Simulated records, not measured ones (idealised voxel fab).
The following is a process module called voxel transistor to metal.
For reference, the cross-section in this document is cut, with width 150 nm and square cells of 5 nm.
Cross-section layout: square cells on a grid; listed as bands, top to bottom; a band spans one or more cell rows.
Band: top height; bottom height; in nm. Then, left to right: material with width in nm, for each material. "everywhere": a single material spanning edge to edge. "empty": empty space.
Measure heights from 0. That's the level where, below it, the as-received wafer is all one material. The lowest band is bottomless and extends downward; write it as in "0 down".
When a width is written as two numbers, as in "30..40", the first number is the width in the top row of cells of the band and the second is the width in its bottom row, and the width changes by the same amount from each row to the next.
Where a step carries "remained the same", the cross-section came out of it unchanged, cell for cell.
What "Enclosed voids" gives you is every empty space of 8 cells or more that is cut off from the top. Each appears as width x height at distance, with the distance taken from the left edge and width, height and distance all in nm.
If you see something after the settings on a step's line, that's the simulator's own remark about that step.
"overlay nm", when on a step's line for a step with a mask, measures how far to the right of its planned place the mask lay; a negative measure means to the left.

### Planned process steps
| 1 | RECEIVE with material Si |
| 2 | OXIDIZE with depth nm 5 |
| 3 | CONFORMAL_DEP with material SiN, thk nm 10 |
| 4 | MASKED_ETCH with tone cover, mask id ACTIVE, width nm 110, etch materials SiN, depth nm 10, overlay nm 0 |
| 5 | MASKED_ETCH with tone cover, mask id ACTIVE, width nm 110, etch materials SiO2, depth nm 5, overlay nm 0 |
| 6 | MASKED_ETCH with tone cover, mask id ACTIVE, width nm 110, etch materials Si, depth nm 30, overlay nm 0 |
| 7 | OXIDIZE with depth nm 5 |
| 8 | FILL_DEP with material SiO2, thk nm 10 |
| 9 | CMP with height nm 10 |
| 10 | SELECTIVE_ETCH with etch materials SiO2, depth nm 5 |
| 11 | STRIP with etch materials SiN |
| 12 | SELECTIVE_ETCH with etch materials SiO2, depth nm 5 |
| 13 | OXIDIZE with depth nm 5 |
| 14 | DIRECTIONAL_DEP with material polySi, thk nm 25 |
| 15 | DIRECTIONAL_DEP with material SiCN, thk nm 10 |
| 16 | PATTERN with tone cover, mask id GATE, material resist, width nm 30, thk nm 20, overlay nm 0 |
| 17 | DIRECTIONAL_ETCH with etch materials SiCN, depth nm 20 |
| 18 | DIRECTIONAL_ETCH with etch materials polySi, depth nm 35 |
| 19 | STRIP with etch materials resist |
| 20 | CONFORMAL_DEP with material SiN, thk nm 10 |
| 21 | DIRECTIONAL_ETCH with etch materials SiN, depth nm 10 |
| 22 | DIRECTIONAL_ETCH with etch materials SiO2, depth nm 5 |
| 23 | EPI with material SiGe, thk nm 5 |
| 24 | FILL_DEP with material SiO2, thk nm 5 |
| 25 | CMP with height nm 20 |
| 26 | STRIP with etch materials polySi |
| 27 | SELECTIVE_ETCH with etch materials SiO2, depth nm 5 |
| 28 | CONFORMAL_DEP with material HfO2, thk nm 5 |
| 29 | CONFORMAL_DEP with material TiN, thk nm 5 |
| 30 | FILL_DEP with material W, thk nm 10 |
| 31 | CMP with height nm 15 |
| 32 | DIRECTIONAL_DEP with material SiO2, thk nm 10 |
| 33 | MASKED_ETCH with tone open, mask id CONTACT, width nm 20, pitch nm 80, etch materials SiO2, depth nm 30, overlay nm 0 |
| 34 | CONFORMAL_DEP with material TiN, thk nm 5 |
| 35 | FILL_DEP with material W, thk nm 10 |
| 36 | CMP with height nm 25 |
| 37 | DIRECTIONAL_DEP with material TiN, thk nm 5 |
| 38 | DIRECTIONAL_DEP with material W, thk nm 20 |
| 39 | DIRECTIONAL_DEP with material aC, thk nm 15 |
| 40 | PATTERN with tone cover, mask id METAL_1, material resist, width nm 20, pitch nm 80, thk nm 35, overlay nm 0 |
| 41 | DIRECTIONAL_ETCH with etch materials aC, depth nm 15 |
| 42 | STRIP with etch materials resist |
| 43 | DIRECTIONAL_ETCH with etch materials W, depth nm 20 |
| 44 | DIRECTIONAL_ETCH with etch materials TiN, depth nm 5 |
| 45 | STRIP with etch materials aC |
| 46 | CONFORMAL_DEP with material SiN, thk nm 5 |
| 47 | FILL_DEP with material lowk, thk nm 10 |
| 48 | CMP with height nm 50 |
| 49 | CONFORMAL_DEP with material SiN, thk nm 5 |

### First of two wafers, with the run carried out as planned

### Incoming wafer in cross-section (state: after step 1)
* 0 down = Si everywhere
* Enclosed voids: none

### The following cross-section depicts the wafer upon completion of step 2
* 0 to -5 = SiO2 everywhere
* No changes below -5.

### The following cross-section depicts the wafer upon completion of step 3
* 10 to 0 = SiN everywhere
* No changes below 0.

### The following cross-section depicts the wafer upon completion of step 4
* 10 to 0 = empty=20; SiN=110; empty=20
* No changes below 0.

### The following cross-section depicts the wafer upon completion of step 5
* 10 to 0 = empty=20; SiN=110; empty=20
* 0 to -5 = empty=20; SiO2=110; empty=20
* No changes below -5.

### The following cross-section depicts the wafer upon completion of step 6
* 10 to 0 = empty=20; SiN=110; empty=20
* 0 to -5 = empty=20; SiO2=110; empty=20
* -5 to -35 = empty=20; Si=110; empty=20
* No changes below -35.

### The following cross-section depicts the wafer upon completion of step 7
* 10 to 0 = empty=20; SiN=110; empty=20
* 0 to -5 = empty=20; SiO2=110; empty=20
* -5 to -35 = empty=20; SiO2=5; Si=100; SiO2=5; empty=20
* -35 to -40 = SiO2=25; Si=100; SiO2=25
* No changes below -40.

### The following cross-section depicts the wafer upon completion of step 8
* 20 to 10 = SiO2 everywhere
* 10 to 0 = SiO2=20; SiN=110; SiO2=20
* 0 to -5 = SiO2 everywhere
* -5 to -40 = SiO2=25; Si=100; SiO2=25
* No changes below -40.

### The following cross-section depicts the wafer upon completion of step 9
* 10 to 0 = SiO2=20; SiN=110; SiO2=20
* No changes below 0.

### The following cross-section depicts the wafer upon completion of step 10
* 10 to 5 = empty=20; SiN=110; empty=20
* No changes below 5.

### The following cross-section depicts the wafer upon completion of step 11
* 5 to 0 = SiO2=20; empty=110; SiO2=20
* No changes below 0.

### The following cross-section depicts the wafer upon completion of step 12
* 0 to -5 = SiO2=15; empty=120; SiO2=15
* No changes below -5.

### The following cross-section depicts the wafer upon completion of step 13
* 0 to -5 = SiO2=15; empty=120; SiO2=15
* -5 to -10 = SiO2 everywhere
* No changes below -10.

### The following cross-section depicts the wafer upon completion of step 14
* 25 to 20 = polySi=15; empty=120; polySi=15
* 20 to 0 = polySi everywhere
* 0 to -5 = SiO2=15; polySi=120; SiO2=15
* No changes below -5.

### The following cross-section depicts the wafer upon completion of step 15
* 35 to 30 = SiCN=15; empty=120; SiCN=15
* 30 to 25 = SiCN everywhere
* 25 to 20 = polySi=15; SiCN=120; polySi=15
* No changes below 20.

### The following cross-section depicts the wafer upon completion of step 16
* 55 to 35 = empty=60; resist=30; empty=60
* 35 to 30 = SiCN=15; empty=45; resist=30; empty=45; SiCN=15
* No changes below 30.

### The following cross-section depicts the wafer upon completion of step 17
* 55 to 30 = empty=60; resist=30; empty=60
* 30 to 25 = empty=60; SiCN=30; empty=60
* 25 to 20 = polySi=15; empty=45; SiCN=30; empty=45; polySi=15
* No changes below 20.

### The following cross-section depicts the wafer upon completion of step 18
* 55 to 30 = empty=60; resist=30; empty=60
* 30 to 20 = empty=60; SiCN=30; empty=60
* 20 to 0 = empty=60; polySi=30; empty=60
* 0 to -5 = SiO2=15; empty=45; polySi=30; empty=45; SiO2=15
* No changes below -5.

### The following cross-section depicts the wafer upon completion of step 19
* 30 to 20 = empty=60; SiCN=30; empty=60
* No changes below 20.

### The following cross-section depicts the wafer upon completion of step 20
* 40 to 30 = empty=50; SiN=50; empty=50
* 30 to 20 = empty=50; SiN=10; SiCN=30; SiN=10; empty=50
* 20 to 10 = empty=50; SiN=10; polySi=30; SiN=10; empty=50
* 10 to 5 = SiN=25; empty=25; SiN=10; polySi=30; SiN=10; empty=25; SiN=25
* 5 to 0 = SiN=60; polySi=30; SiN=60
* 0 to -5 = SiO2=15; SiN=45; polySi=30; SiN=45; SiO2=15
* No changes below -5.

### The following cross-section depicts the wafer upon completion of step 21
* 30 to 20 = empty=50; SiN=10; SiCN=30; SiN=10; empty=50
* 20 to 0 = empty=50; SiN=10; polySi=30; SiN=10; empty=50
* 0 to -5 = SiO2=15; SiN=10; empty=25; SiN=10; polySi=30; SiN=10; empty=25; SiN=10; SiO2=15
* No changes below -5.

### The following cross-section depicts the wafer upon completion of step 22
* 30 to 20 = empty=50; SiN=10; SiCN=30; SiN=10; empty=50
* 20 to 0 = empty=50; SiN=10; polySi=30; SiN=10; empty=50
* 0 to -5 = empty=15; SiN=10; empty=25; SiN=10; polySi=30; SiN=10; empty=25; SiN=10; empty=15
* -5 to -10 = SiO2=25; empty=25; SiO2=50; empty=25; SiO2=25
* No changes below -10.

### The following cross-section depicts the wafer upon completion of step 23
* 30 to 20 = empty=50; SiN=10; SiCN=30; SiN=10; empty=50
* 20 to 0 = empty=50; SiN=10; polySi=30; SiN=10; empty=50
* 0 to -5 = empty=15; SiN=10; empty=25; SiN=10; polySi=30; SiN=10; empty=25; SiN=10; empty=15
* -5 to -10 = SiO2=25; SiGe=25; SiO2=50; SiGe=25; SiO2=25
* No changes below -10.

### The following cross-section depicts the wafer upon completion of step 24
* 35 to 30 = SiO2 everywhere
* 30 to 20 = SiO2=50; SiN=10; SiCN=30; SiN=10; SiO2=50
* 20 to 0 = SiO2=50; SiN=10; polySi=30; SiN=10; SiO2=50
* 0 to -5 = SiO2=15; SiN=10; SiO2=25; SiN=10; polySi=30; SiN=10; SiO2=25; SiN=10; SiO2=15
* No changes below -5.

### The following cross-section depicts the wafer upon completion of step 25
* 20 to 0 = SiO2=50; SiN=10; polySi=30; SiN=10; SiO2=50
* No changes below 0.

### The following cross-section depicts the wafer upon completion of step 26
* 20 to 0 = SiO2=50; SiN=10; empty=30; SiN=10; SiO2=50
* 0 to -5 = SiO2=15; SiN=10; SiO2=25; SiN=10; empty=30; SiN=10; SiO2=25; SiN=10; SiO2=15
* No changes below -5.

### The following cross-section depicts the wafer upon completion of step 27
* 20 to 15 = empty=50; SiN=10; empty=30; SiN=10; empty=50
* 15 to 0 = SiO2=50; SiN=10; empty=30; SiN=10; SiO2=50
* 0 to -5 = SiO2=15; SiN=10; SiO2=25; SiN=10; empty=30; SiN=10; SiO2=25; SiN=10; SiO2=15
* -5 to -10 = SiO2=25; SiGe=25; SiO2=5; empty=40; SiO2=5; SiGe=25; SiO2=25
* No changes below -10.

### The following cross-section depicts the wafer upon completion of step 28
* 25 to 20 = empty=45; HfO2=20; empty=20; HfO2=20; empty=45
* 20 to 15 = HfO2=50; SiN=10; HfO2=5; empty=20; HfO2=5; SiN=10; HfO2=50
* 15 to 0 = SiO2=50; SiN=10; HfO2=5; empty=20; HfO2=5; SiN=10; SiO2=50
* 0 to -5 = SiO2=15; SiN=10; SiO2=25; SiN=10; HfO2=5; empty=20; HfO2=5; SiN=10; SiO2=25; SiN=10; SiO2=15
* -5 to -10 = SiO2=25; SiGe=25; SiO2=5; HfO2=40; SiO2=5; SiGe=25; SiO2=25
* No changes below -10.

### The following cross-section depicts the wafer upon completion of step 29
* 30 to 25 = empty=40; TiN=30; empty=10; TiN=30; empty=40
* 25 to 20 = TiN=45; HfO2=20; TiN=5; empty=10; TiN=5; HfO2=20; TiN=45
* 20 to 15 = HfO2=50; SiN=10; HfO2=5; TiN=5; empty=10; TiN=5; HfO2=5; SiN=10; HfO2=50
* 15 to 0 = SiO2=50; SiN=10; HfO2=5; TiN=5; empty=10; TiN=5; HfO2=5; SiN=10; SiO2=50
* 0 to -5 = SiO2=15; SiN=10; SiO2=25; SiN=10; HfO2=5; TiN=20; HfO2=5; SiN=10; SiO2=25; SiN=10; SiO2=15
* No changes below -5.

### The following cross-section depicts the wafer upon completion of step 30
* 40 to 30 = W everywhere
* 30 to 25 = W=40; TiN=30; W=10; TiN=30; W=40
* 25 to 20 = TiN=45; HfO2=20; TiN=5; W=10; TiN=5; HfO2=20; TiN=45
* 20 to 15 = HfO2=50; SiN=10; HfO2=5; TiN=5; W=10; TiN=5; HfO2=5; SiN=10; HfO2=50
* 15 to 0 = SiO2=50; SiN=10; HfO2=5; TiN=5; W=10; TiN=5; HfO2=5; SiN=10; SiO2=50
* No changes below 0.

### The following cross-section depicts the wafer upon completion of step 31
* 15 to 0 = SiO2=50; SiN=10; HfO2=5; TiN=5; W=10; TiN=5; HfO2=5; SiN=10; SiO2=50
* No changes below 0.

### The following cross-section depicts the wafer upon completion of step 32
* 25 to 15 = SiO2 everywhere
* No changes below 15.

### The following cross-section depicts the wafer upon completion of step 33
* 25 to 15 = SiO2=25; empty=20; SiO2=60; empty=20; SiO2=25
* 15 to 0 = SiO2=25; empty=20; SiO2=5; SiN=10; HfO2=5; TiN=5; W=10; TiN=5; HfO2=5; SiN=10; SiO2=5; empty=20; SiO2=25
* 0 to -5 = SiO2=15; SiN=10; empty=20; SiO2=5; SiN=10; HfO2=5; TiN=20; HfO2=5; SiN=10; SiO2=5; empty=20; SiN=10; SiO2=15
* No changes below -5.

### The following cross-section depicts the wafer upon completion of step 34
* 30 to 25 = TiN=30; empty=10; TiN=70; empty=10; TiN=30
* 25 to 15 = SiO2=25; TiN=5; empty=10; TiN=5; SiO2=60; TiN=5; empty=10; TiN=5; SiO2=25
* 15 to 0 = SiO2=25; TiN=5; empty=10; TiN=5; SiO2=5; SiN=10; HfO2=5; TiN=5; W=10; TiN=5; HfO2=5; SiN=10; SiO2=5; TiN=5; empty=10; TiN=5; SiO2=25
* 0 to -5 = SiO2=15; SiN=10; TiN=20; SiO2=5; SiN=10; HfO2=5; TiN=20; HfO2=5; SiN=10; SiO2=5; TiN=20; SiN=10; SiO2=15
* No changes below -5.

### The following cross-section depicts the wafer upon completion of step 35
* 40 to 30 = W everywhere
* 30 to 25 = TiN=30; W=10; TiN=70; W=10; TiN=30
* 25 to 15 = SiO2=25; TiN=5; W=10; TiN=5; SiO2=60; TiN=5; W=10; TiN=5; SiO2=25
* 15 to 0 = SiO2=25; TiN=5; W=10; TiN=5; SiO2=5; SiN=10; HfO2=5; TiN=5; W=10; TiN=5; HfO2=5; SiN=10; SiO2=5; TiN=5; W=10; TiN=5; SiO2=25
* No changes below 0.

### The following cross-section depicts the wafer upon completion of step 36
* 25 to 15 = SiO2=25; TiN=5; W=10; TiN=5; SiO2=60; TiN=5; W=10; TiN=5; SiO2=25
* No changes below 15.

### The following cross-section depicts the wafer upon completion of step 37
* 30 to 25 = TiN everywhere
* No changes below 25.

### The following cross-section depicts the wafer upon completion of step 38
* 50 to 30 = W everywhere
* No changes below 30.

### The following cross-section depicts the wafer upon completion of step 39
* 65 to 50 = aC everywhere
* No changes below 50.

### The following cross-section depicts the wafer upon completion of step 40
* 100 to 65 = empty=25; resist=20; empty=60; resist=20; empty=25
* No changes below 65.

### The following cross-section depicts the wafer upon completion of step 41
* 85 to 65 = empty=25; resist=20; empty=60; resist=20; empty=25
* 65 to 50 = empty=25; aC=20; empty=60; aC=20; empty=25
* No changes below 50.

### The following cross-section depicts the wafer upon completion of step 42
* 65 to 50 = empty=25; aC=20; empty=60; aC=20; empty=25
* No changes below 50.

### The following cross-section depicts the wafer upon completion of step 43
* 65 to 50 = empty=25; aC=20; empty=60; aC=20; empty=25
* 50 to 30 = empty=25; W=20; empty=60; W=20; empty=25
* No changes below 30.

### The following cross-section depicts the wafer upon completion of step 44
* 65 to 50 = empty=25; aC=20; empty=60; aC=20; empty=25
* 50 to 30 = empty=25; W=20; empty=60; W=20; empty=25
* 30 to 25 = empty=25; TiN=20; empty=60; TiN=20; empty=25
* No changes below 25.

### The following cross-section depicts the wafer upon completion of step 45
* 50 to 30 = empty=25; W=20; empty=60; W=20; empty=25
* No changes below 30.

### The following cross-section depicts the wafer upon completion of step 46
* 55 to 50 = empty=20; SiN=30; empty=50; SiN=30; empty=20
* 50 to 30 = empty=20; SiN=5; W=20; SiN=5; empty=50; SiN=5; W=20; SiN=5; empty=20
* 30 to 25 = SiN=25; TiN=20; SiN=60; TiN=20; SiN=25
* No changes below 25.

### The following cross-section depicts the wafer upon completion of step 47
* 65 to 55 = lowk everywhere
* 55 to 50 = lowk=20; SiN=30; lowk=50; SiN=30; lowk=20
* 50 to 30 = lowk=20; SiN=5; W=20; SiN=5; lowk=50; SiN=5; W=20; SiN=5; lowk=20
* No changes below 30.

### The following cross-section depicts the wafer upon completion of step 48
* 50 to 30 = lowk=20; SiN=5; W=20; SiN=5; lowk=50; SiN=5; W=20; SiN=5; lowk=20
* No changes below 30.

### The following cross-section depicts the wafer upon completion of step 49
* 55 to 50 = SiN everywhere
* No changes below 50.

### Second wafer. Start and plan as for the first. One mistake made in running. Agrees with the first up to and including step 9

### Second wafer shown in cross-section at the time step 10 was slated to end
* 10 to 0 = SiO2=20; empty=110; SiO2=20
* No changes below 0.

### Second wafer shown in cross-section at the time step 11 was slated to end
* 5 to -5 = SiO2=15; empty=120; SiO2=15
* No changes below -5.

### Second wafer shown in cross-section at the time step 12 was slated to end
* 0 to -5 = SiO2=10; empty=130; SiO2=10
* -5 to -10 = SiO2=10; empty=15; Si=100; empty=15; SiO2=10
* No changes below -10.

### Second wafer shown in cross-section at the time step 13 was slated to end
* 0 to -5 = SiO2=10; empty=130; SiO2=10
* -5 to -10 = SiO2=10; empty=15; SiO2=100; empty=15; SiO2=10
* -10 to -15 = SiO2=30; Si=90; SiO2=30
* No changes below -15.

### Second wafer shown in cross-section at the time step 14 was slated to end
* 25 to 20 = polySi=10; empty=130; polySi=10
* 20 to 15 = polySi=10; empty=15; polySi=100; empty=15; polySi=10
* 15 to 0 = polySi everywhere
* 0 to -5 = SiO2=10; polySi=130; SiO2=10
* -5 to -10 = SiO2=10; polySi=15; SiO2=100; polySi=15; SiO2=10
* No changes below -10.

### Second wafer shown in cross-section at the time step 15 was slated to end
* 35 to 30 = SiCN=10; empty=130; SiCN=10
* 30 to 25 = SiCN=10; empty=15; SiCN=100; empty=15; SiCN=10
* 25 to 20 = polySi=10; SiCN=130; polySi=10
* 20 to 15 = polySi=10; SiCN=15; polySi=100; SiCN=15; polySi=10
* No changes below 15.

### Second wafer shown in cross-section at the time step 16 was slated to end
* 55 to 35 = empty=60; resist=30; empty=60
* 35 to 30 = SiCN=10; empty=50; resist=30; empty=50; SiCN=10
* No changes below 30.

### Second wafer shown in cross-section at the time step 17 was slated to end
* 55 to 30 = empty=60; resist=30; empty=60
* 30 to 25 = empty=60; SiCN=30; empty=60
* 25 to 20 = polySi=10; empty=50; SiCN=30; empty=50; polySi=10
* 20 to 15 = polySi=10; empty=15; polySi=100; empty=15; polySi=10
* No changes below 15.

### Second wafer shown in cross-section at the time step 18 was slated to end
* 55 to 30 = empty=60; resist=30; empty=60
* 30 to 20 = empty=60; SiCN=30; empty=60
* 20 to 0 = empty=60; polySi=30; empty=60
* 0 to -5 = SiO2=10; empty=50; polySi=30; empty=50; SiO2=10
* -5 to -10 = SiO2=10; empty=15; SiO2=100; empty=15; SiO2=10
* No changes below -10.

### Second wafer shown in cross-section at the time step 19 was slated to end
* 30 to 20 = empty=60; SiCN=30; empty=60
* No changes below 20.

### Second wafer shown in cross-section at the time step 20 was slated to end
* 40 to 30 = empty=50; SiN=50; empty=50
* 30 to 20 = empty=50; SiN=10; SiCN=30; SiN=10; empty=50
* 20 to 10 = empty=50; SiN=10; polySi=30; SiN=10; empty=50
* 10 to 5 = SiN=20; empty=30; SiN=10; polySi=30; SiN=10; empty=30; SiN=20
* 5 to 0 = SiN=60; polySi=30; SiN=60
* 0 to -5 = SiO2=10; SiN=50; polySi=30; SiN=50; SiO2=10
* -5 to -10 = SiO2=10; SiN=15; SiO2=100; SiN=15; SiO2=10
* No changes below -10.

### Second wafer shown in cross-section at the time step 21 was slated to end
* 30 to 20 = empty=50; SiN=10; SiCN=30; SiN=10; empty=50
* 20 to 0 = empty=50; SiN=10; polySi=30; SiN=10; empty=50
* 0 to -5 = SiO2=10; SiN=10; empty=30; SiN=10; polySi=30; SiN=10; empty=30; SiN=10; SiO2=10
* No changes below -5.

### Second wafer shown in cross-section at the time step 22 was slated to end
* 30 to 20 = empty=50; SiN=10; SiCN=30; SiN=10; empty=50
* 20 to 0 = empty=50; SiN=10; polySi=30; SiN=10; empty=50
* 0 to -5 = empty=10; SiN=10; empty=30; SiN=10; polySi=30; SiN=10; empty=30; SiN=10; empty=10
* -5 to -10 = SiO2=10; SiN=15; empty=25; SiO2=50; empty=25; SiN=15; SiO2=10
* No changes below -10.

### Second wafer shown in cross-section at the time step 23 was slated to end
* 30 to 20 = empty=50; SiN=10; SiCN=30; SiN=10; empty=50
* 20 to 0 = empty=50; SiN=10; polySi=30; SiN=10; empty=50
* 0 to -5 = empty=10; SiN=10; empty=30; SiN=10; polySi=30; SiN=10; empty=30; SiN=10; empty=10
* -5 to -10 = SiO2=10; SiN=15; SiGe=25; SiO2=50; SiGe=25; SiN=15; SiO2=10
* No changes below -10.

### Second wafer shown in cross-section at the time step 24 was slated to end
* 35 to 30 = SiO2 everywhere
* 30 to 20 = SiO2=50; SiN=10; SiCN=30; SiN=10; SiO2=50
* 20 to 0 = SiO2=50; SiN=10; polySi=30; SiN=10; SiO2=50
* 0 to -5 = SiO2=10; SiN=10; SiO2=30; SiN=10; polySi=30; SiN=10; SiO2=30; SiN=10; SiO2=10
* No changes below -5.

### Second wafer shown in cross-section at the time step 25 was slated to end
* 20 to 0 = SiO2=50; SiN=10; polySi=30; SiN=10; SiO2=50
* No changes below 0.

### Second wafer shown in cross-section at the time step 26 was slated to end
* 20 to 0 = SiO2=50; SiN=10; empty=30; SiN=10; SiO2=50
* 0 to -5 = SiO2=10; SiN=10; SiO2=30; SiN=10; empty=30; SiN=10; SiO2=30; SiN=10; SiO2=10
* No changes below -5.

### Second wafer shown in cross-section at the time step 27 was slated to end
* 20 to 15 = empty=50; SiN=10; empty=30; SiN=10; empty=50
* 15 to 0 = SiO2=50; SiN=10; empty=30; SiN=10; SiO2=50
* 0 to -5 = SiO2=10; SiN=10; SiO2=30; SiN=10; empty=30; SiN=10; SiO2=30; SiN=10; SiO2=10
* -5 to -10 = SiO2=10; SiN=15; SiGe=25; SiO2=5; empty=40; SiO2=5; SiGe=25; SiN=15; SiO2=10
* No changes below -10.

### Second wafer shown in cross-section at the time step 28 was slated to end
* 25 to 20 = empty=45; HfO2=20; empty=20; HfO2=20; empty=45
* 20 to 15 = HfO2=50; SiN=10; HfO2=5; empty=20; HfO2=5; SiN=10; HfO2=50
* 15 to 0 = SiO2=50; SiN=10; HfO2=5; empty=20; HfO2=5; SiN=10; SiO2=50
* 0 to -5 = SiO2=10; SiN=10; SiO2=30; SiN=10; HfO2=5; empty=20; HfO2=5; SiN=10; SiO2=30; SiN=10; SiO2=10
* -5 to -10 = SiO2=10; SiN=15; SiGe=25; SiO2=5; HfO2=40; SiO2=5; SiGe=25; SiN=15; SiO2=10
* No changes below -10.

### Second wafer shown in cross-section at the time step 29 was slated to end
* 30 to 25 = empty=40; TiN=30; empty=10; TiN=30; empty=40
* 25 to 20 = TiN=45; HfO2=20; TiN=5; empty=10; TiN=5; HfO2=20; TiN=45
* 20 to 15 = HfO2=50; SiN=10; HfO2=5; TiN=5; empty=10; TiN=5; HfO2=5; SiN=10; HfO2=50
* 15 to 0 = SiO2=50; SiN=10; HfO2=5; TiN=5; empty=10; TiN=5; HfO2=5; SiN=10; SiO2=50
* 0 to -5 = SiO2=10; SiN=10; SiO2=30; SiN=10; HfO2=5; TiN=20; HfO2=5; SiN=10; SiO2=30; SiN=10; SiO2=10
* No changes below -5.

### Second wafer shown in cross-section at the time step 30 was slated to end
* 40 to 30 = W everywhere
* 30 to 25 = W=40; TiN=30; W=10; TiN=30; W=40
* 25 to 20 = TiN=45; HfO2=20; TiN=5; W=10; TiN=5; HfO2=20; TiN=45
* 20 to 15 = HfO2=50; SiN=10; HfO2=5; TiN=5; W=10; TiN=5; HfO2=5; SiN=10; HfO2=50
* 15 to 0 = SiO2=50; SiN=10; HfO2=5; TiN=5; W=10; TiN=5; HfO2=5; SiN=10; SiO2=50
* No changes below 0.

### Second wafer shown in cross-section at the time step 31 was slated to end
* 15 to 0 = SiO2=50; SiN=10; HfO2=5; TiN=5; W=10; TiN=5; HfO2=5; SiN=10; SiO2=50
* No changes below 0.

### Second wafer shown in cross-section at the time step 32 was slated to end
* 25 to 15 = SiO2 everywhere
* No changes below 15.

### Second wafer shown in cross-section at the time step 33 was slated to end
* 25 to 15 = SiO2=25; empty=20; SiO2=60; empty=20; SiO2=25
* 15 to 0 = SiO2=25; empty=20; SiO2=5; SiN=10; HfO2=5; TiN=5; W=10; TiN=5; HfO2=5; SiN=10; SiO2=5; empty=20; SiO2=25
* 0 to -5 = SiO2=10; SiN=10; SiO2=5; empty=20; SiO2=5; SiN=10; HfO2=5; TiN=20; HfO2=5; SiN=10; SiO2=5; empty=20; SiO2=5; SiN=10; SiO2=10
* No changes below -5.

### Second wafer shown in cross-section at the time step 34 was slated to end
* 30 to 25 = TiN=30; empty=10; TiN=70; empty=10; TiN=30
* 25 to 15 = SiO2=25; TiN=5; empty=10; TiN=5; SiO2=60; TiN=5; empty=10; TiN=5; SiO2=25
* 15 to 0 = SiO2=25; TiN=5; empty=10; TiN=5; SiO2=5; SiN=10; HfO2=5; TiN=5; W=10; TiN=5; HfO2=5; SiN=10; SiO2=5; TiN=5; empty=10; TiN=5; SiO2=25
* 0 to -5 = SiO2=10; SiN=10; SiO2=5; TiN=20; SiO2=5; SiN=10; HfO2=5; TiN=20; HfO2=5; SiN=10; SiO2=5; TiN=20; SiO2=5; SiN=10; SiO2=10
* No changes below -5.

### Second wafer shown in cross-section at the time step 35 was slated to end
* 40 to 30 = W everywhere
* 30 to 25 = TiN=30; W=10; TiN=70; W=10; TiN=30
* 25 to 15 = SiO2=25; TiN=5; W=10; TiN=5; SiO2=60; TiN=5; W=10; TiN=5; SiO2=25
* 15 to 0 = SiO2=25; TiN=5; W=10; TiN=5; SiO2=5; SiN=10; HfO2=5; TiN=5; W=10; TiN=5; HfO2=5; SiN=10; SiO2=5; TiN=5; W=10; TiN=5; SiO2=25
* No changes below 0.

### Second wafer shown in cross-section at the time step 36 was slated to end
* 25 to 15 = SiO2=25; TiN=5; W=10; TiN=5; SiO2=60; TiN=5; W=10; TiN=5; SiO2=25
* No changes below 15.

### Second wafer shown in cross-section at the time step 37 was slated to end
* 30 to 25 = TiN everywhere
* No changes below 25.

### Second wafer shown in cross-section at the time step 38 was slated to end
* 50 to 30 = W everywhere
* No changes below 30.

### Second wafer shown in cross-section at the time step 39 was slated to end
* 65 to 50 = aC everywhere
* No changes below 50.

### Second wafer shown in cross-section at the time step 40 was slated to end
* 100 to 65 = empty=25; resist=20; empty=60; resist=20; empty=25
* No changes below 65.

### Second wafer shown in cross-section at the time step 41 was slated to end
* 85 to 65 = empty=25; resist=20; empty=60; resist=20; empty=25
* 65 to 50 = empty=25; aC=20; empty=60; aC=20; empty=25
* No changes below 50.

### Second wafer shown in cross-section at the time step 42 was slated to end
* 65 to 50 = empty=25; aC=20; empty=60; aC=20; empty=25
* No changes below 50.

### Second wafer shown in cross-section at the time step 43 was slated to end
* 65 to 50 = empty=25; aC=20; empty=60; aC=20; empty=25
* 50 to 30 = empty=25; W=20; empty=60; W=20; empty=25
* No changes below 30.

### Second wafer shown in cross-section at the time step 44 was slated to end
* 65 to 50 = empty=25; aC=20; empty=60; aC=20; empty=25
* 50 to 30 = empty=25; W=20; empty=60; W=20; empty=25
* 30 to 25 = empty=25; TiN=20; empty=60; TiN=20; empty=25
* No changes below 25.

### Second wafer shown in cross-section at the time step 45 was slated to end
* 50 to 30 = empty=25; W=20; empty=60; W=20; empty=25
* No changes below 30.

### Second wafer shown in cross-section at the time step 46 was slated to end
* 55 to 50 = empty=20; SiN=30; empty=50; SiN=30; empty=20
* 50 to 30 = empty=20; SiN=5; W=20; SiN=5; empty=50; SiN=5; W=20; SiN=5; empty=20
* 30 to 25 = SiN=25; TiN=20; SiN=60; TiN=20; SiN=25
* No changes below 25.

### Second wafer shown in cross-section at the time step 47 was slated to end
* 65 to 55 = lowk everywhere
* 55 to 50 = lowk=20; SiN=30; lowk=50; SiN=30; lowk=20
* 50 to 30 = lowk=20; SiN=5; W=20; SiN=5; lowk=50; SiN=5; W=20; SiN=5; lowk=20
* No changes below 30.

### Second wafer shown in cross-section at the time step 48 was slated to end
* 50 to 30 = lowk=20; SiN=5; W=20; SiN=5; lowk=50; SiN=5; W=20; SiN=5; lowk=20
* No changes below 30.

### Second wafer shown in cross-section at the time step 49 was slated to end
* 55 to 50 = SiN everywhere
* No changes below 50.
Want to know what went wrong? steps 10 and 11 were swapped
Heads up, by the end the second wafer has more or fewer cells of some materials compared to the first: -2 Si, +6 SiN, -4 SiO2
